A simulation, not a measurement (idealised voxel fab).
The name of this process module is voxel transistor to metal.
It is cross-section cut that appears here, measuring 180 nm in width, its square cells being 5 nm in size.
Each cross-section below is a grid of square cells, stated as bands in top-down order, with one or more rows of cells making up each band.
First you get the band's top height and its bottom height, in nm, and then the materials it's made of, left to right, with each width in nm. If you see a single material with "edge to edge", that one covers the band edge to edge. "air" is empty space.
Heights are measured from 0, the level below which the as-received wafer is all one material; the lowest band has no bottom and continues downward, written as in "z 0 and below".
The two numbers in a width such as "30->40" mark its ends across the band: the first belongs to the top row of cells, the second to the bottom row, and from each row to the next the width moves by the same amount.
Basically "no modifications" means that step didn't change any cell in the cross-section.
Voids not open to the top, 8 cells minimum: see "Closed void roster". Written width x height at distance; distance is from the left edge; nm.
The remark found on a step's line after its settings is issued by the simulator itself and pertains to that step.
overlay nm: where the mask lay relative to plan, measured to the right, on steps with a mask; negatives go left.
THESE ARE THE STEPS WE PLANNED FOR THE PROCESS
1 op RECEIVE | material Si
2 op OXIDIZE | depth nm 5
3 op CONFORMAL_DEP | material SiN | thk nm 15
4 op PATTERN | tone cover | mask id ACTIVE | material resist | width nm 115 | thk nm 15 | overlay nm 0
5 op DIRECTIONAL_ETCH | etch materials SiN | depth nm 15
6 op DIRECTIONAL_ETCH | etch materials SiO2 | depth nm 5
7 op DIRECTIONAL_ETCH | etch materials Si | depth nm 25
8 op STRIP | etch materials resist
9 op OXIDIZE | depth nm 5
10 op FILL_DEP | material SiO2 | thk nm 15
11 op CMP | height nm 15
12 op SELECTIVE_ETCH | etch materials SiO2 | depth nm 10
13 op STRIP | etch materials SiN
14 op SELECTIVE_ETCH | etch materials SiO2 | depth nm 5
15 op OXIDIZE | depth nm 5
16 op DIRECTIONAL_DEP | material polySi | thk nm 30
17 op DIRECTIONAL_DEP | material SiCN | thk nm 10
18 op PATTERN | tone cover | mask id GATE | material resist | width nm 25 | thk nm 15 | overlay nm 0
19 op DIRECTIONAL_ETCH | etch materials SiCN | depth nm 20
20 op DIRECTIONAL_ETCH | etch materials polySi | depth nm 40
21 op STRIP | etch materials resist
22 op CONFORMAL_DEP | material SiN | thk nm 5
23 op DIRECTIONAL_ETCH | etch materials SiN | depth nm 5
24 op DIRECTIONAL_ETCH | etch materials SiO2 | depth nm 5
25 op DIRECTIONAL_ETCH | etch materials Si | depth nm 10
26 op EPI | material nSi | thk nm 10
27 op FILL_DEP | material SiO2 | thk nm 10
28 op CMP | height nm 25
29 op STRIP | etch materials polySi
30 op SELECTIVE_ETCH | etch materials SiO2 | depth nm 5
31 op CONFORMAL_DEP | material HfO2 | thk nm 5
32 op CONFORMAL_DEP | material TiN | thk nm 5
33 op FILL_DEP | material W | thk nm 5
34 op CMP | height nm 20
35 op DIRECTIONAL_DEP | material SiO2 | thk nm 15
36 op DIRECTIONAL_DEP | material aC | thk nm 15
37 op PATTERN | tone open | mask id CONTACT | material resist | width nm 20 | pitch nm 85 | thk nm 30 | overlay nm 0
38 op DIRECTIONAL_ETCH | etch materials aC | depth nm 15
39 op STRIP | etch materials resist
40 op DIRECTIONAL_ETCH | etch materials SiO2 | depth nm 45
41 op STRIP | etch materials aC
42 op CONFORMAL_DEP | material TiN | thk nm 5
43 op FILL_DEP | material Ru | thk nm 5
44 op CMP | height nm 35
45 op CONFORMAL_DEP | material SiCN | thk nm 5
46 op DIRECTIONAL_DEP | material lowk | thk nm 20
47 op DIRECTIONAL_DEP | material aC | thk nm 15
48 op PATTERN | tone open | mask id METAL_1 | material resist | width nm 20 | pitch nm 85 | thk nm 35 | overlay nm 0
49 op DIRECTIONAL_ETCH | etch materials aC | depth nm 15
50 op STRIP | etch materials resist
51 op DIRECTIONAL_ETCH | etch materials lowk | depth nm 20
52 op DIRECTIONAL_ETCH | etch materials SiCN | depth nm 5
53 op STRIP | etch materials aC
54 op CONFORMAL_DEP | material TiN | thk nm 5
55 op FILL_DEP | material Ru | thk nm 10
56 op CMP | height nm 60
57 op CONFORMAL_DEP | material SiCN | thk nm 5
58 op DIRECTIONAL_DEP | material SiO2 | thk nm 30
59 op MASKED_ETCH | tone open | mask id METAL_2_HOLES | width nm 15 | pitch nm 85 | etch materials SiO2 | depth nm 30 | overlay nm 0
60 op DIRECTIONAL_DEP | material aC | thk nm 10
61 op PATTERN | tone open | mask id METAL_2 | material resist | width nm 20 | pitch nm 85 | thk nm 30 | overlay nm 0
62 op DIRECTIONAL_ETCH | etch materials aC | depth nm 10
63 op STRIP | etch materials resist
64 op DIRECTIONAL_ETCH | etch materials SiO2 | depth nm 15
65 op DIRECTIONAL_ETCH | etch materials SiCN | depth nm 5
66 op STRIP | etch materials aC
67 op CONFORMAL_DEP | material TiN | thk nm 5
68 op FILL_DEP | material Cu | thk nm 10
69 op CMP | height nm 95
70 op CONFORMAL_DEP | material SiCN | thk nm 5
INCOMING WAFER IN CROSS-SECTION (STATE: AFTER STEP 1)
> z 0 and below  Si edge to edge
> Closed void roster: none
MODULE COMPLETE - CROSS-SECTION OF THE FIRST OF TWO WAFERS, RUN ACCORDING TO PLAN
> z 100 to 95  SiCN edge to edge
> z 95 to 85  35 SiO2 / 5 TiN / 10 Cu / 5 TiN / 65 SiO2 / 5 TiN / 10 Cu / 5 TiN / 40 SiO2
> z 85 to 80  35 SiO2 / 5 TiN / 5 Cu / 10 TiN / 65 SiO2 / 5 TiN / 5 Cu / 10 TiN / 40 SiO2
> z 80 to 65  35 SiO2 / 5 TiN / 5 Cu / 5 TiN / 70 SiO2 / 5 TiN / 5 Cu / 5 TiN / 45 SiO2
> z 65 to 60  35 SiCN / 15 TiN / 70 SiCN / 15 TiN / 45 SiCN
> z 60 to 40  35 lowk / 5 TiN / 10 Ru / 5 TiN / 65 lowk / 5 TiN / 10 Ru / 5 TiN / 40 lowk
> z 40 to 35  35 SiCN / 20 TiN / 65 SiCN / 20 TiN / 40 SiCN
> z 35 to 20  35 SiO2 / 5 TiN / 10 Ru / 5 TiN / 65 SiO2 / 5 TiN / 10 Ru / 5 TiN / 40 SiO2
> z 20 to 0  35 SiO2 / 5 TiN / 10 Ru / 5 TiN / 15 SiO2 / 5 SiN / 5 HfO2 / 5 TiN / 5 W / 5 TiN / 5 HfO2 / 5 SiN / 15 SiO2 / 5 TiN / 10 Ru / 5 TiN / 40 SiO2
> z 0 to -5  25 SiO2 / 5 SiN / 5 SiO2 / 5 TiN / 10 Ru / 5 TiN / 5 SiO2 / 10 nSi / 5 SiN / 5 HfO2 / 15 TiN / 5 HfO2 / 5 SiN / 10 nSi / 5 SiO2 / 5 TiN / 10 Ru / 5 TiN / 5 SiO2 / 5 SiN / 30 SiO2
> z -5 to -10  35 SiO2 / 20 TiN / 5 SiO2 / 10 nSi / 35 HfO2 / 10 nSi / 5 SiO2 / 20 TiN / 40 SiO2
> z -10 to -20  35 SiO2 / 35 nSi / 35 Si / 35 nSi / 40 SiO2
> z -20 to -35  35 SiO2 / 105 Si / 40 SiO2
> z -35 and below  Si edge to edge
> Closed void roster: none
SECOND OF TWO WAFERS, MODULE COMPLETE, SECTIONED: IT SHARES THE FIRST WAFER'S START AND PLAN BUT WAS RUN WITH ONE MISTAKE
> z 100 to 95  SiCN edge to edge
> z 95 to 85  35 SiO2 / 5 TiN / 10 Cu / 5 TiN / 65 SiO2 / 5 TiN / 10 Cu / 5 TiN / 40 SiO2
> z 85 to 80  35 SiO2 / 5 TiN / 5 Cu / 10 TiN / 65 SiO2 / 5 TiN / 5 Cu / 10 TiN / 40 SiO2
> z 80 to 65  35 SiO2 / 5 TiN / 5 Cu / 5 TiN / 70 SiO2 / 5 TiN / 5 Cu / 5 TiN / 45 SiO2
> z 65 to 60  35 SiCN / 15 TiN / 70 SiCN / 15 TiN / 45 SiCN
> z 60 to 40  35 lowk / 5 TiN / 15 Ru / 5 TiN / 60 lowk / 5 TiN / 15 Ru / 5 TiN / 35 lowk
> z 40 to 35  35 SiCN / 25 TiN / 60 SiCN / 25 TiN / 35 SiCN
> z 35 to 20  35 SiO2 / 5 TiN / 10 Ru / 5 TiN / 65 SiO2 / 5 TiN / 10 Ru / 5 TiN / 40 SiO2
> z 20 to 0  35 SiO2 / 5 TiN / 10 Ru / 5 TiN / 15 SiO2 / 5 SiN / 5 HfO2 / 5 TiN / 5 W / 5 TiN / 5 HfO2 / 5 SiN / 15 SiO2 / 5 TiN / 10 Ru / 5 TiN / 40 SiO2
> z 0 to -5  25 SiO2 / 5 SiN / 5 SiO2 / 5 TiN / 10 Ru / 5 TiN / 5 SiO2 / 10 nSi / 5 SiN / 5 HfO2 / 15 TiN / 5 HfO2 / 5 SiN / 10 nSi / 5 SiO2 / 5 TiN / 10 Ru / 5 TiN / 5 SiO2 / 5 SiN / 30 SiO2
> z -5 to -10  35 SiO2 / 20 TiN / 5 SiO2 / 10 nSi / 35 HfO2 / 10 nSi / 5 SiO2 / 20 TiN / 40 SiO2
> z -10 to -20  35 SiO2 / 35 nSi / 35 Si / 35 nSi / 40 SiO2
> z -20 to -35  35 SiO2 / 105 Si / 40 SiO2
> z -35 and below  Si edge to edge
> Closed void roster: none
Which mistake was made when the wafer was run? not per plan at step 48, really ran op PATTERN | tone open | mask id METAL_1 | material resist | width nm 25 | pitch nm 85 | thk nm 35 | overlay nm 0
End check, counted in cells, second wafer has more or fewer of these materials than the first: Ru: 8 more | SiCN: 2 fewer | TiN: 2 more | lowk: 8 fewer
